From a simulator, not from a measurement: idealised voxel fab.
You're looking at the process module voxel gate over fins.
Square cell edge 5 nm, section width 290 nm, ID cut.
Square cells in a grid make up a cross-section in this document, and the grid is given as bands, listed from the top down, each one or more rows of cells. Band: top and bottom heights (nm) first, top before bottom; then materials from left to right, widths in nm. "throughout" marks a sole material filling the band edge to edge. "empty" denotes empty space. Heights from 0 (as-received wafer is one material below). Bottom band endless downward, as "top 0, no bottom". The notation "30->40" denotes a width that varies across the rows of cells in the band, beginning at the first number in the top row, finishing at the second number in the bottom row, and changing by an identical amount from each row to the next. What does "no alteration" mean for a step? It means no cell of the cross-section changed in that step. For the entry "Enclosed void catalog", the listed items are empty spaces with no open way to the top whose size is 8 cells or more; each item follows the pattern width x height at distance, where distance is from the left edge and all three are in nm. Heads up: the bit after the settings on a step's line is the simulator's remark on that step. overlay nm: step with mask; distance mask lay right of planned place; negative value = left of planned place.

THESE ARE THE STEPS WE PLANNED FOR THE PROCESS
| 1 | RECEIVE (material Si) |
| 2 | CONFORMAL_DEP (material SiN; thk nm 5) |
| 3 | PATTERN (tone cover; mask id FINS; material resist; width nm 15; pitch nm 35; thk nm 20; overlay nm 0) |
| 4 | DIRECTIONAL_ETCH (etch materials SiN; depth nm 5) |
| 5 | DIRECTIONAL_ETCH (etch materials Si; depth nm 35) |
| 6 | STRIP (etch materials resist) |
| 7 | FILL_DEP (material SiO2; thk nm 5) |
| 8 | CMP (height nm 5) |
| 9 | SELECTIVE_ETCH (etch materials SiO2; depth nm 20) |
| 10 | STRIP (etch materials SiN) |
| 11 | CONFORMAL_DEP (material HfO2; thk nm 5) |
| 12 | CONFORMAL_DEP (material TiN; thk nm 5) |
| 13 | CONFORMAL_DEP (material TiAl; thk nm 5) |
| 14 | CONFORMAL_DEP (material TiN; thk nm 5) |
| 15 | FILL_DEP (material W; thk nm 10) |
| 16 | CMP (height nm 25) |
| 17 | CONFORMAL_DEP (material SiCN; thk nm 5) |

INCOMING WAFER IN CROSS-SECTION (STATE: AFTER STEP 1)
- top 0, no bottom  Si throughout
- Enclosed void catalog: none

STARTING WAFER: ABOVE. PLAN: ABOVE. RUN: ONE MISTAKE. CROSS-SECTION AFTER THE MODULE: BELOW
- top 30, bottom 25  SiCN throughout
- top 25, bottom 20  W throughout
- top 20, bottom 15  80 of W / 125 of TiN / 85 of W
- top 15, bottom 10  85 of TiN / 115 of TiAl / 90 of TiN
- top 10, bottom 5  90 of TiAl / 105 of TiN / 95 of TiAl
- top 5, bottom 0  95 of TiN / 25 of HfO2 / 10 of TiN / 25 of HfO2 / 10 of TiN / 25 of HfO2 / 100 of TiN
- top 0, bottom -5  100 of HfO2 / 15 of Si / 20 of HfO2 / 15 of Si / 20 of HfO2 / 15 of Si / 105 of HfO2
- top -5, bottom -35  100 of SiO2 / 15 of Si / 20 of SiO2 / 15 of Si / 20 of SiO2 / 15 of Si / 105 of SiO2
- top -35, no bottom  Si throughout
- Enclosed void catalog: none
Misprocessing identified: step 9: run off-plan, actual operation and settings SELECTIVE_ETCH (etch materials SiO2; depth nm 10)
